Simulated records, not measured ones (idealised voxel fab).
process module | voxel wiring stack
cross-section cut | 160 nm wide | cells 5 nm
A cross-section is a grid of square cells, given in bands from the top down. A band is one or more rows of cells.
Each band's line starts with the height of the band's top and of its bottom, in nm. Then come its materials from left to right, each with its width in nm. One material with "throughout" fills the band from edge to edge. "air" is empty space.
Height 0 is the level under which the wafer as received is all one material. The lowest band goes on downwards, as in "0 down".
A width such as "30 to 40" changes by the same amount from each row of cells to the next, from the band's top row to its bottom row.
"no change" after a step means that no cell of the cross-section changed.
closed voids: empty space of 8 cells or more with no open way to the top, each as width x height at its distance from the left edge, in nm
after a step's settings: what the simulator itself notes on the step
overlay nm, on a step with a mask: how far to the right of its planned place the mask lay; to the left if negative
plan
1 op RECEIVE | material Si
2 op CONFORMAL_DEP | material SiO2 | thk nm 15
3 op CONFORMAL_DEP | material SiCN | thk nm 5
4 op DIRECTIONAL_DEP | material lowk | thk nm 20
5 op DIRECTIONAL_DEP | material aC | thk nm 15
6 op PATTERN | tone open | mask id METAL_1 | material resist | width nm 25 | pitch nm 45 | thk nm 30 | overlay nm 0
7 op DIRECTIONAL_ETCH | etch materials aC | depth nm 15
8 op STRIP | etch materials resist
9 op DIRECTIONAL_ETCH | etch materials lowk | depth nm 20
10 op DIRECTIONAL_ETCH | etch materials SiCN | depth nm 5
11 op STRIP | etch materials aC
12 op CONFORMAL_DEP | material TiN | thk nm 5
13 op FILL_DEP | material Cu | thk nm 5
14 op CMP | height nm 40
15 op CONFORMAL_DEP | material SiCN | thk nm 5
16 op DIRECTIONAL_DEP | material lowk | thk nm 15
17 op MASKED_ETCH | tone open | mask id PLUG_1 | width nm 15 | pitch nm 45 | etch materials lowk | depth nm 15 | overlay nm 0
18 op MASKED_ETCH | tone open | mask id PLUG_1 | width nm 15 | pitch nm 45 | etch materials SiCN | depth nm 5 | overlay nm 0
19 op EPI | material Ru | thk nm 10
20 op EPI | material Ru | thk nm 10
21 op CONFORMAL_DEP | material SiCN | thk nm 5
22 op DIRECTIONAL_DEP | material SiO2 | thk nm 20
23 op PATTERN | tone open | mask id METAL_2 | material resist | width nm 25 | pitch nm 45 | thk nm 15 | overlay nm 0
24 op DIRECTIONAL_ETCH | etch materials SiO2 | depth nm 20
25 op DIRECTIONAL_ETCH | etch materials SiCN | depth nm 5
26 op STRIP | etch materials resist
27 op CONFORMAL_DEP | material TiN | thk nm 5
28 op FILL_DEP | material W | thk nm 10
29 op CMP | height nm 85
30 op CONFORMAL_DEP | material SiCN | thk nm 5
31 op DIRECTIONAL_DEP | material SiO2 | thk nm 35
32 op PATTERN | tone open | mask id METAL_3_HOLES | material resist | width nm 15 | pitch nm 45 | thk nm 20 | overlay nm 0
33 op DIRECTIONAL_ETCH | etch materials SiO2 | depth nm 35
34 op STRIP | etch materials resist
35 op DIRECTIONAL_DEP | material aC | thk nm 10
36 op PATTERN | tone open | mask id METAL_3 | material resist | width nm 25 | pitch nm 45 | thk nm 30 | overlay nm 0
37 op DIRECTIONAL_ETCH | etch materials aC | depth nm 10
38 op STRIP | etch materials resist
39 op DIRECTIONAL_ETCH | etch materials SiO2 | depth nm 20
40 op DIRECTIONAL_ETCH | etch materials SiCN | depth nm 5
41 op STRIP | etch materials aC
42 op CONFORMAL_DEP | material TiN | thk nm 5
43 op FILL_DEP | material Cu | thk nm 10
44 op CMP | height nm 125
45 op CONFORMAL_DEP | material SiCN | thk nm 5
46 op DIRECTIONAL_DEP | material SiO2 | thk nm 10
47 op PATTERN | tone open | mask id PLUG_3 | material resist | width nm 15 | pitch nm 45 | thk nm 15 | overlay nm 0
48 op DIRECTIONAL_ETCH | etch materials SiO2 | depth nm 10
49 op DIRECTIONAL_ETCH | etch materials SiCN | depth nm 5
50 op STRIP | etch materials resist
51 op EPI | material Ru | thk nm 10
52 op EPI | material Ru | thk nm 5
53 op DIRECTIONAL_DEP | material TiN | thk nm 5
54 op DIRECTIONAL_DEP | material Ru | thk nm 20
55 op PATTERN | tone cover | mask id METAL_4 | material resist | width nm 25 | pitch nm 45 | thk nm 15 | overlay nm 0
56 op DIRECTIONAL_ETCH | etch materials Ru | depth nm 20
57 op DIRECTIONAL_ETCH | etch materials TiN | depth nm 5
58 op STRIP | etch materials resist
59 op CONFORMAL_DEP | material SiN | thk nm 5
60 op FILL_DEP | material lowk | thk nm 10
61 op CMP | height nm 165
62 op CONFORMAL_DEP | material SiCN | thk nm 5
first wafer, as planned
as received, after step 1
  0 down: Si throughout
  closed voids: none
after step 2
  15 to 0: SiO2 throughout
  below 0: unchanged
after step 3
  20 to 15: SiCN throughout
  below 15: unchanged
after step 4
  40 to 20: lowk throughout
  below 20: unchanged
after step 5
  55 to 40: aC throughout
  below 40: unchanged
after step 6
  85 to 55: resist 45 | air 25 | resist 20 | air 25 | resist 45
  below 55: unchanged
after step 7
  70 to 55: resist 45 | air 25 | resist 20 | air 25 | resist 45
  55 to 40: aC 45 | air 25 | aC 20 | air 25 | aC 45
  below 40: unchanged
after step 8
  55 to 40: aC 45 | air 25 | aC 20 | air 25 | aC 45
  below 40: unchanged
after step 9
  55 to 40: aC 45 | air 25 | aC 20 | air 25 | aC 45
  40 to 20: lowk 45 | air 25 | lowk 20 | air 25 | lowk 45
  below 20: unchanged
after step 10
  55 to 40: aC 45 | air 25 | aC 20 | air 25 | aC 45
  40 to 20: lowk 45 | air 25 | lowk 20 | air 25 | lowk 45
  20 to 15: SiCN 45 | air 25 | SiCN 20 | air 25 | SiCN 45
  below 15: unchanged
after step 11
  40 to 20: lowk 45 | air 25 | lowk 20 | air 25 | lowk 45
  below 20: unchanged
after step 12
  45 to 40: TiN 50 | air 15 | TiN 30 | air 15 | TiN 50
  40 to 20: lowk 45 | TiN 5 | air 15 | TiN 5 | lowk 20 | TiN 5 | air 15 | TiN 5 | lowk 45
  20 to 15: SiCN 45 | TiN 25 | SiCN 20 | TiN 25 | SiCN 45
  below 15: unchanged
after step 13
  50 to 45: Cu throughout
  45 to 40: TiN 50 | Cu 15 | TiN 30 | Cu 15 | TiN 50
  40 to 20: lowk 45 | TiN 5 | Cu 15 | TiN 5 | lowk 20 | TiN 5 | Cu 15 | TiN 5 | lowk 45
  below 20: unchanged
after step 14
  40 to 20: lowk 45 | TiN 5 | Cu 15 | TiN 5 | lowk 20 | TiN 5 | Cu 15 | TiN 5 | lowk 45
  below 20: unchanged
after step 15
  45 to 40: SiCN throughout
  below 40: unchanged
after step 16
  60 to 45: lowk throughout
  below 45: unchanged
after step 17
  60 to 45: lowk 45 | air 15 | lowk 30 | air 15 | lowk 55
  below 45: unchanged
after step 18
  60 to 45: lowk 45 | air 15 | lowk 30 | air 15 | lowk 55
  45 to 40: SiCN 45 | air 15 | SiCN 30 | air 15 | SiCN 55
  below 40: unchanged
after step 19
  60 to 50: lowk 45 | air 15 | lowk 30 | air 15 | lowk 55
  50 to 45: lowk 45 | Ru 15 | lowk 30 | Ru 15 | lowk 55
  45 to 40: SiCN 45 | Ru 15 | SiCN 30 | Ru 15 | SiCN 55
  below 40: unchanged
after step 20
  60 to 45: lowk 45 | Ru 15 | lowk 30 | Ru 15 | lowk 55
  below 45: unchanged
after step 21
  65 to 60: SiCN throughout
  below 60: unchanged
after step 22
  85 to 65: SiO2 throughout
  below 65: unchanged
after step 23
  100 to 85: resist 45 | air 25 | resist 20 | air 25 | resist 45
  below 85: unchanged
after step 24
  100 to 85: resist 45 | air 25 | resist 20 | air 25 | resist 45
  85 to 65: SiO2 45 | air 25 | SiO2 20 | air 25 | SiO2 45
  below 65: unchanged
after step 25
  100 to 85: resist 45 | air 25 | resist 20 | air 25 | resist 45
  85 to 65: SiO2 45 | air 25 | SiO2 20 | air 25 | SiO2 45
  65 to 60: SiCN 45 | air 25 | SiCN 20 | air 25 | SiCN 45
  below 60: unchanged
after step 26
  85 to 65: SiO2 45 | air 25 | SiO2 20 | air 25 | SiO2 45
  below 65: unchanged
after step 27
  90 to 85: TiN 50 | air 15 | TiN 30 | air 15 | TiN 50
  85 to 65: SiO2 45 | TiN 5 | air 15 | TiN 5 | SiO2 20 | TiN 5 | air 15 | TiN 5 | SiO2 45
  65 to 60: SiCN 45 | TiN 25 | SiCN 20 | TiN 25 | SiCN 45
  below 60: unchanged
after step 28
  100 to 90: W throughout
  90 to 85: TiN 50 | W 15 | TiN 30 | W 15 | TiN 50
  85 to 65: SiO2 45 | TiN 5 | W 15 | TiN 5 | SiO2 20 | TiN 5 | W 15 | TiN 5 | SiO2 45
  below 65: unchanged
after step 29
  85 to 65: SiO2 45 | TiN 5 | W 15 | TiN 5 | SiO2 20 | TiN 5 | W 15 | TiN 5 | SiO2 45
  below 65: unchanged
after step 30
  90 to 85: SiCN throughout
  below 85: unchanged
after step 31
  125 to 90: SiO2 throughout
  below 90: unchanged
after step 32
  145 to 125: resist 45 | air 15 | resist 30 | air 15 | resist 55
  below 125: unchanged
after step 33
  145 to 125: resist 45 | air 15 | resist 30 | air 15 | resist 55
  125 to 90: SiO2 45 | air 15 | SiO2 30 | air 15 | SiO2 55
  below 90: unchanged
after step 34
  125 to 90: SiO2 45 | air 15 | SiO2 30 | air 15 | SiO2 55
  below 90: unchanged
after step 35
  135 to 125: aC 45 | air 15 | aC 30 | air 15 | aC 55
  125 to 100: SiO2 45 | air 15 | SiO2 30 | air 15 | SiO2 55
  100 to 90: SiO2 45 | aC 15 | SiO2 30 | aC 15 | SiO2 55
  below 90: unchanged
after step 36
  165 to 135: resist 45 | air 25 | resist 20 | air 25 | resist 45
  below 135: unchanged
after step 37
  155 to 135: resist 45 | air 25 | resist 20 | air 25 | resist 45
  135 to 125: aC 45 | air 25 | aC 20 | air 25 | aC 45
  125 to 90: SiO2 45 | air 15 | SiO2 30 | air 15 | SiO2 55
  below 90: unchanged
after step 38
  135 to 125: aC 45 | air 25 | aC 20 | air 25 | aC 45
  below 125: unchanged
after step 39
  135 to 125: aC 45 | air 25 | aC 20 | air 25 | aC 45
  125 to 105: SiO2 45 | air 25 | SiO2 20 | air 25 | SiO2 45
  below 105: unchanged
after step 40
  135 to 125: aC 45 | air 25 | aC 20 | air 25 | aC 45
  125 to 105: SiO2 45 | air 25 | SiO2 20 | air 25 | SiO2 45
  105 to 90: SiO2 45 | air 15 | SiO2 30 | air 15 | SiO2 55
  90 to 85: SiCN 45 | air 15 | SiCN 30 | air 15 | SiCN 55
  below 85: unchanged
after step 41
  125 to 105: SiO2 45 | air 25 | SiO2 20 | air 25 | SiO2 45
  below 105: unchanged
after step 42
  130 to 125: TiN 50 | air 15 | TiN 30 | air 15 | TiN 50
  125 to 110: SiO2 45 | TiN 5 | air 15 | TiN 5 | SiO2 20 | TiN 5 | air 15 | TiN 5 | SiO2 45
  110 to 105: SiO2 45 | TiN 5 | air 5 | TiN 15 | SiO2 20 | TiN 5 | air 5 | TiN 15 | SiO2 45
  105 to 90: SiO2 45 | TiN 5 | air 5 | TiN 5 | SiO2 30 | TiN 5 | air 5 | TiN 5 | SiO2 55
  90 to 85: SiCN 45 | TiN 15 | SiCN 30 | TiN 15 | SiCN 55
  below 85: unchanged
after step 43
  140 to 130: Cu throughout
  130 to 125: TiN 50 | Cu 15 | TiN 30 | Cu 15 | TiN 50
  125 to 110: SiO2 45 | TiN 5 | Cu 15 | TiN 5 | SiO2 20 | TiN 5 | Cu 15 | TiN 5 | SiO2 45
  110 to 105: SiO2 45 | TiN 5 | Cu 5 | TiN 15 | SiO2 20 | TiN 5 | Cu 5 | TiN 15 | SiO2 45
  105 to 90: SiO2 45 | TiN 5 | Cu 5 | TiN 5 | SiO2 30 | TiN 5 | Cu 5 | TiN 5 | SiO2 55
  below 90: unchanged
after step 44
  125 to 110: SiO2 45 | TiN 5 | Cu 15 | TiN 5 | SiO2 20 | TiN 5 | Cu 15 | TiN 5 | SiO2 45
  below 110: unchanged
after step 45
  130 to 125: SiCN throughout
  below 125: unchanged
after step 46
  140 to 130: SiO2 throughout
  below 130: unchanged
after step 47
  155 to 140: resist 45 | air 15 | resist 30 | air 15 | resist 55
  below 140: unchanged
after step 48
  155 to 140: resist 45 | air 15 | resist 30 | air 15 | resist 55
  140 to 130: SiO2 45 | air 15 | SiO2 30 | air 15 | SiO2 55
  below 130: unchanged
after step 49
  155 to 140: resist 45 | air 15 | resist 30 | air 15 | resist 55
  140 to 130: SiO2 45 | air 15 | SiO2 30 | air 15 | SiO2 55
  130 to 125: SiCN 45 | air 15 | SiCN 30 | air 15 | SiCN 55
  below 125: unchanged
after step 50
  140 to 130: SiO2 45 | air 15 | SiO2 30 | air 15 | SiO2 55
  below 130: unchanged
after step 51
  140 to 135: SiO2 45 | air 15 | SiO2 30 | air 15 | SiO2 55
  135 to 130: SiO2 45 | Ru 15 | SiO2 30 | Ru 15 | SiO2 55
  130 to 125: SiCN 45 | Ru 15 | SiCN 30 | Ru 15 | SiCN 55
  below 125: unchanged
after step 52
  140 to 130: SiO2 45 | Ru 15 | SiO2 30 | Ru 15 | SiO2 55
  below 130: unchanged
after step 53
  145 to 140: TiN throughout
  below 140: unchanged
after step 54
  165 to 145: Ru throughout
  below 145: unchanged
after step 55
  180 to 165: air 45 | resist 25 | air 20 | resist 25 | air 45
  below 165: unchanged
after step 56
  180 to 165: air 45 | resist 25 | air 20 | resist 25 | air 45
  165 to 145: air 45 | Ru 25 | air 20 | Ru 25 | air 45
  below 145: unchanged
after step 57
  180 to 165: air 45 | resist 25 | air 20 | resist 25 | air 45
  165 to 145: air 45 | Ru 25 | air 20 | Ru 25 | air 45
  145 to 140: air 45 | TiN 25 | air 20 | TiN 25 | air 45
  below 140: unchanged
after step 58
  165 to 145: air 45 | Ru 25 | air 20 | Ru 25 | air 45
  below 145: unchanged
after step 59
  170 to 165: air 40 | SiN 35 | air 10 | SiN 35 | air 40
  165 to 145: air 40 | SiN 5 | Ru 25 | SiN 5 | air 10 | SiN 5 | Ru 25 | SiN 5 | air 40
  145 to 140: SiN 45 | TiN 25 | SiN 20 | TiN 25 | SiN 45
  below 140: unchanged
after step 60
  180 to 170: lowk throughout
  170 to 165: lowk 40 | SiN 35 | lowk 10 | SiN 35 | lowk 40
  165 to 145: lowk 40 | SiN 5 | Ru 25 | SiN 5 | lowk 10 | SiN 5 | Ru 25 | SiN 5 | lowk 40
  below 145: unchanged
after step 61
  165 to 145: lowk 40 | SiN 5 | Ru 25 | SiN 5 | lowk 10 | SiN 5 | Ru 25 | SiN 5 | lowk 40
  below 145: unchanged
after step 62
  170 to 165: SiCN throughout
  below 165: unchanged
second wafer: like start, like plan, one mistake. Through step 31 it matches the first wafer
when step 32 should have ended
  145 to 125: resist 45 | air 20 | resist 25 | air 20 | resist 50
  below 125: unchanged
when step 33 should have ended
  145 to 125: resist 45 | air 20 | resist 25 | air 20 | resist 50
  125 to 90: SiO2 45 | air 20 | SiO2 25 | air 20 | SiO2 50
  below 90: unchanged
when step 34 should have ended
  125 to 90: SiO2 45 | air 20 | SiO2 25 | air 20 | SiO2 50
  below 90: unchanged
when step 35 should have ended
  135 to 125: aC 45 | air 20 | aC 25 | air 20 | aC 50
  125 to 100: SiO2 45 | air 20 | SiO2 25 | air 20 | SiO2 50
  100 to 90: SiO2 45 | aC 20 | SiO2 25 | aC 20 | SiO2 50
  below 90: unchanged
when step 36 should have ended
  165 to 135: resist 45 | air 25 | resist 20 | air 25 | resist 45
  below 135: unchanged
when step 37 should have ended
  155 to 135: resist 45 | air 25 | resist 20 | air 25 | resist 45
  135 to 125: aC 45 | air 25 | aC 20 | air 25 | aC 45
  125 to 90: SiO2 45 | air 20 | SiO2 25 | air 20 | SiO2 50
  below 90: unchanged
when step 38 should have ended
  135 to 125: aC 45 | air 25 | aC 20 | air 25 | aC 45
  below 125: unchanged
when step 39 should have ended
  135 to 125: aC 45 | air 25 | aC 20 | air 25 | aC 45
  125 to 105: SiO2 45 | air 25 | SiO2 20 | air 25 | SiO2 45
  below 105: unchanged
when step 40 should have ended
  135 to 125: aC 45 | air 25 | aC 20 | air 25 | aC 45
  125 to 105: SiO2 45 | air 25 | SiO2 20 | air 25 | SiO2 45
  105 to 90: SiO2 45 | air 20 | SiO2 25 | air 20 | SiO2 50
  90 to 85: SiCN 45 | air 20 | SiCN 25 | air 20 | SiCN 50
  below 85: unchanged
when step 41 should have ended
  125 to 105: SiO2 45 | air 25 | SiO2 20 | air 25 | SiO2 45
  below 105: unchanged
when step 42 should have ended
  130 to 125: TiN 50 | air 15 | TiN 30 | air 15 | TiN 50
  125 to 110: SiO2 45 | TiN 5 | air 15 | TiN 5 | SiO2 20 | TiN 5 | air 15 | TiN 5 | SiO2 45
  110 to 105: SiO2 45 | TiN 5 | air 10 | TiN 10 | SiO2 20 | TiN 5 | air 10 | TiN 10 | SiO2 45
  105 to 90: SiO2 45 | TiN 5 | air 10 | TiN 5 | SiO2 25 | TiN 5 | air 10 | TiN 5 | SiO2 50
  90 to 85: SiCN 45 | TiN 20 | SiCN 25 | TiN 20 | SiCN 50
  below 85: unchanged
when step 43 should have ended
  140 to 130: Cu throughout
  130 to 125: TiN 50 | Cu 15 | TiN 30 | Cu 15 | TiN 50
  125 to 110: SiO2 45 | TiN 5 | Cu 15 | TiN 5 | SiO2 20 | TiN 5 | Cu 15 | TiN 5 | SiO2 45
  110 to 105: SiO2 45 | TiN 5 | Cu 10 | TiN 10 | SiO2 20 | TiN 5 | Cu 10 | TiN 10 | SiO2 45
  105 to 90: SiO2 45 | TiN 5 | Cu 10 | TiN 5 | SiO2 25 | TiN 5 | Cu 10 | TiN 5 | SiO2 50
  below 90: unchanged
when step 44 should have ended
  125 to 110: SiO2 45 | TiN 5 | Cu 15 | TiN 5 | SiO2 20 | TiN 5 | Cu 15 | TiN 5 | SiO2 45
  below 110: unchanged
when step 45 should have ended
  130 to 125: SiCN throughout
  below 125: unchanged
when step 46 should have ended
  140 to 130: SiO2 throughout
  below 130: unchanged
when step 47 should have ended
  155 to 140: resist 45 | air 15 | resist 30 | air 15 | resist 55
  below 140: unchanged
when step 48 should have ended
  155 to 140: resist 45 | air 15 | resist 30 | air 15 | resist 55
  140 to 130: SiO2 45 | air 15 | SiO2 30 | air 15 | SiO2 55
  below 130: unchanged
when step 49 should have ended
  155 to 140: resist 45 | air 15 | resist 30 | air 15 | resist 55
  140 to 130: SiO2 45 | air 15 | SiO2 30 | air 15 | SiO2 55
  130 to 125: SiCN 45 | air 15 | SiCN 30 | air 15 | SiCN 55
  below 125: unchanged
when step 50 should have ended
  140 to 130: SiO2 45 | air 15 | SiO2 30 | air 15 | SiO2 55
  below 130: unchanged
when step 51 should have ended
  140 to 135: SiO2 45 | air 15 | SiO2 30 | air 15 | SiO2 55
  135 to 130: SiO2 45 | Ru 15 | SiO2 30 | Ru 15 | SiO2 55
  130 to 125: SiCN 45 | Ru 15 | SiCN 30 | Ru 15 | SiCN 55
  below 125: unchanged
when step 52 should have ended
  140 to 130: SiO2 45 | Ru 15 | SiO2 30 | Ru 15 | SiO2 55
  below 130: unchanged
when step 53 should have ended
  145 to 140: TiN throughout
  below 140: unchanged
when step 54 should have ended
  165 to 145: Ru throughout
  below 145: unchanged
when step 55 should have ended
  180 to 165: air 45 | resist 25 | air 20 | resist 25 | air 45
  below 165: unchanged
when step 56 should have ended
  180 to 165: air 45 | resist 25 | air 20 | resist 25 | air 45
  165 to 145: air 45 | Ru 25 | air 20 | Ru 25 | air 45
  below 145: unchanged
when step 57 should have ended
  180 to 165: air 45 | resist 25 | air 20 | resist 25 | air 45
  165 to 145: air 45 | Ru 25 | air 20 | Ru 25 | air 45
  145 to 140: air 45 | TiN 25 | air 20 | TiN 25 | air 45
  below 140: unchanged
when step 58 should have ended
  165 to 145: air 45 | Ru 25 | air 20 | Ru 25 | air 45
  below 145: unchanged
when step 59 should have ended
  170 to 165: air 40 | SiN 35 | air 10 | SiN 35 | air 40
  165 to 145: air 40 | SiN 5 | Ru 25 | SiN 5 | air 10 | SiN 5 | Ru 25 | SiN 5 | air 40
  145 to 140: SiN 45 | TiN 25 | SiN 20 | TiN 25 | SiN 45
  below 140: unchanged
when step 60 should have ended
  180 to 170: lowk throughout
  170 to 165: lowk 40 | SiN 35 | lowk 10 | SiN 35 | lowk 40
  165 to 145: lowk 40 | SiN 5 | Ru 25 | SiN 5 | lowk 10 | SiN 5 | Ru 25 | SiN 5 | lowk 40
  below 145: unchanged
when step 61 should have ended
  165 to 145: lowk 40 | SiN 5 | Ru 25 | SiN 5 | lowk 10 | SiN 5 | Ru 25 | SiN 5 | lowk 40
  below 145: unchanged
when step 62 should have ended
  170 to 165: SiCN throughout
  below 165: unchanged
what went wrong: step 32 ran as: op PATTERN | tone open | mask id METAL_3_HOLES | material resist | width nm 20 | pitch nm 45 | thk nm 20 | overlay nm 0
at the end the second wafer has, in cells: 8 more of Cu | 2 fewer of SiCN | 6 fewer of SiO2
